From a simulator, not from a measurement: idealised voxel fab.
process module | voxel wiring stack
cross-section cut | 200 nm wide | cells 5 nm
A cross-section is a grid of square cells, given in bands from the top down. A band is one or more rows of cells.
Each band's line starts with the height of the band's top and of its bottom, in nm. Then come its materials from left to right, each with its width in nm. One material with "throughout" fills the band from edge to edge. "air" is empty space.
Height 0 is the level under which the wafer as received is all one material. The lowest band goes on downwards, as in "0 down".
A width such as "30 to 40" changes by the same amount from each row of cells to the next, from the band's top row to its bottom row.
"no change" after a step means that no cell of the cross-section changed.
closed voids: empty space of 8 cells or more with no open way to the top, each as width x height at its distance from the left edge, in nm
after a step's settings: what the simulator itself notes on the step
overlay nm, on a step with a mask: how far to the right of its planned place the mask lay; to the left if negative
plan
1 op RECEIVE | material Si
2 op CONFORMAL_DEP | material SiO2 | thk nm 15
3 op DIRECTIONAL_DEP | material TiN | thk nm 5
4 op DIRECTIONAL_DEP | material Ru | thk nm 15
5 op MASKED_ETCH | tone cover | mask id METAL_1 | width nm 25 | pitch nm 50 | etch materials Ru | depth nm 15 | overlay nm 0
6 op MASKED_ETCH | tone cover | mask id METAL_1 | width nm 25 | pitch nm 50 | etch materials TiN | depth nm 5 | overlay nm 0
7 op CONFORMAL_DEP | material SiCN | thk nm 5
8 op FILL_DEP | material SiO2 | thk nm 5
9 op CMP | height nm 35
10 op CONFORMAL_DEP | material SiCN | thk nm 5
11 op DIRECTIONAL_DEP | material SiO2 | thk nm 20
12 op DIRECTIONAL_DEP | material aC | thk nm 10
13 op PATTERN | tone open | mask id PLUG_1 | material resist | width nm 15 | pitch nm 50 | thk nm 25 | overlay nm 0
14 op DIRECTIONAL_ETCH | etch materials aC | depth nm 10
15 op STRIP | etch materials resist
16 op DIRECTIONAL_ETCH | etch materials SiO2 | depth nm 20
17 op DIRECTIONAL_ETCH | etch materials SiCN | depth nm 5
18 op STRIP | etch materials aC
19 op EPI | material Ru | thk nm 10
20 op EPI | material Ru | thk nm 10
21 op EPI | material Ru | thk nm 5
22 op DIRECTIONAL_DEP | material TiN | thk nm 5
23 op DIRECTIONAL_DEP | material Ru | thk nm 20
24 op MASKED_ETCH | tone cover | mask id METAL_2 | width nm 25 | pitch nm 50 | etch materials Ru | depth nm 20 | overlay nm 0
25 op MASKED_ETCH | tone cover | mask id METAL_2 | width nm 25 | pitch nm 50 | etch materials TiN | depth nm 5 | overlay nm 0
26 op CONFORMAL_DEP | material SiN | thk nm 5
27 op FILL_DEP | material SiO2 | thk nm 10
28 op CMP | height nm 85
29 op CONFORMAL_DEP | material SiCN | thk nm 5
30 op DIRECTIONAL_DEP | material lowk | thk nm 15
31 op PATTERN | tone open | mask id PLUG_2 | material resist | width nm 15 | thk nm 15 | overlay nm 0
32 op DIRECTIONAL_ETCH | etch materials lowk | depth nm 15
33 op DIRECTIONAL_ETCH | etch materials SiCN | depth nm 5
34 op STRIP | etch materials resist
35 op CONFORMAL_DEP | material TiN | thk nm 5
36 op FILL_DEP | material Cu | thk nm 10
37 op CMP | height nm 105
38 op DIRECTIONAL_DEP | material TiN | thk nm 5
39 op DIRECTIONAL_DEP | material Ru | thk nm 15
40 op MASKED_ETCH | tone cover | mask id METAL_3 | width nm 25 | pitch nm 50 | etch materials Ru | depth nm 15 | overlay nm 0
41 op MASKED_ETCH | tone cover | mask id METAL_3 | width nm 15 | pitch nm 50 | etch materials TiN | depth nm 5 | overlay nm 0
42 op CONFORMAL_DEP | material SiCN | thk nm 5
43 op FILL_DEP | material lowk | thk nm 10
44 op CMP | height nm 125
45 op CONFORMAL_DEP | material SiCN | thk nm 5
varied across the wafers: width nm of step 41. The plan shows the first wafer's value. All wafers start alike
first wafer as received, after step 1
  0 down: Si throughout
  closed voids: none
each wafer at the end: cells of each material gained (+) or lost (-) since it was received, then its closed voids
width nm 15 | +3 Cu | +130 Ru | +195 SiCN | +46 SiN | +438 SiO2 | +39 TiN | +189 lowk | closed voids: none
width nm 20 | +3 Cu | +130 Ru | +195 SiCN | +46 SiN | +438 SiO2 | +39 TiN | +189 lowk | closed voids: none
width nm 25 | +3 Cu | +130 Ru | +195 SiCN | +46 SiN | +438 SiO2 | +39 TiN | +189 lowk | closed voids: none
width nm 30 | +3 Cu | +130 Ru | +195 SiCN | +46 SiN | +438 SiO2 | +41 TiN | +187 lowk | closed voids: none
width nm 35 | +3 Cu | +130 Ru | +195 SiCN | +46 SiN | +438 SiO2 | +43 TiN | +185 lowk | closed voids: none
